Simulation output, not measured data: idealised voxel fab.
process module | voxel plated lines
cross-section cut | 140 nm wide | cells 5 nm
A cross-section is a grid of square cells, given in bands from the top down. A band is one or more rows of cells.
Each band's line starts with the height of the band's top and of its bottom, in nm. Then come its materials from left to right, each with its width in nm. One material with "throughout" fills the band from edge to edge. "air" is empty space.
Height 0 is the level under which the wafer as received is all one material. The lowest band goes on downwards, as in "0 down".
A width such as "30 to 40" changes by the same amount from each row of cells to the next, from the band's top row to its bottom row.
"no change" after a step means that no cell of the cross-section changed.
closed voids: empty space of 8 cells or more with no open way to the top, each as width x height at its distance from the left edge, in nm
after a step's settings: what the simulator itself notes on the step
overlay nm, on a step with a mask: how far to the right of its planned place the mask lay; to the left if negative
plan
1 op RECEIVE | material Si
2 op CONFORMAL_DEP | material Al2O3 | thk nm 5
3 op DIRECTIONAL_DEP | material TiN | thk nm 5
4 op PATTERN | tone open | mask id LINES | material resist | width nm 20 | pitch nm 35 | thk nm 15 | overlay nm 0
5 op EPI | material Ru | thk nm 5
6 op STRIP | etch materials resist
7 op DIRECTIONAL_ETCH | etch materials TiN | depth nm 5
8 op CONFORMAL_DEP | material SiCN | thk nm 10
first wafer, as planned
as received, after step 1
  0 down: Si throughout
  closed voids: none
after step 2
  5 to 0: Al2O3 throughout
  below 0: unchanged
after step 3
  10 to 5: TiN throughout
  below 5: unchanged
after step 4
  25 to 10: resist 25 | air 20 | resist 15 | air 20 | resist 15 | air 20 | resist 25
  below 10: unchanged
after step 5
  25 to 15: resist 25 | air 20 | resist 15 | air 20 | resist 15 | air 20 | resist 25
  15 to 10: resist 25 | Ru 20 | resist 15 | Ru 20 | resist 15 | Ru 20 | resist 25
  below 10: unchanged
after step 6
  15 to 10: air 25 | Ru 20 | air 15 | Ru 20 | air 15 | Ru 20 | air 25
  below 10: unchanged
after step 7
  15 to 10: air 25 | Ru 20 | air 15 | Ru 20 | air 15 | Ru 20 | air 25
  10 to 5: air 25 | TiN 20 | air 15 | TiN 20 | air 15 | TiN 20 | air 25
  below 5: unchanged
after step 8
  25 to 15: air 15 | SiCN 110 | air 15
  15 to 10: SiCN 25 | Ru 20 | SiCN 15 | Ru 20 | SiCN 15 | Ru 20 | SiCN 25
  10 to 5: SiCN 25 | TiN 20 | SiCN 15 | TiN 20 | SiCN 15 | TiN 20 | SiCN 25
  below 5: unchanged
second wafer: like start, like plan, one mistake. Through step 3 it matches the first wafer
when step 4 should have ended
  25 to 10: resist 30 | air 15 | resist 20 | air 15 | resist 20 | air 15 | resist 25
  below 10: unchanged
when step 5 should have ended
  25 to 15: resist 30 | air 15 | resist 20 | air 15 | resist 20 | air 15 | resist 25
  15 to 10: resist 30 | Ru 15 | resist 20 | Ru 15 | resist 20 | Ru 15 | resist 25
  below 10: unchanged
when step 6 should have ended
  15 to 10: air 30 | Ru 15 | air 20 | Ru 15 | air 20 | Ru 15 | air 25
  below 10: unchanged
when step 7 should have ended
  15 to 10: air 30 | Ru 15 | air 20 | Ru 15 | air 20 | Ru 15 | air 25
  10 to 5: air 30 | TiN 15 | air 20 | TiN 15 | air 20 | TiN 15 | air 25
  below 5: unchanged
when step 8 should have ended
  25 to 15: air 20 | SiCN 105 | air 15
  15 to 10: SiCN 30 | Ru 15 | SiCN 20 | Ru 15 | SiCN 20 | Ru 15 | SiCN 25
  10 to 5: SiCN 30 | TiN 15 | SiCN 20 | TiN 15 | SiCN 20 | TiN 15 | SiCN 25
  below 5: unchanged
what went wrong: step 4 ran as: op PATTERN | tone open | mask id LINES | material resist | width nm 15 | pitch nm 35 | thk nm 15 | overlay nm 0
at the end the second wafer has, in cells: 3 fewer of Ru | 4 more of SiCN | 3 fewer of TiN
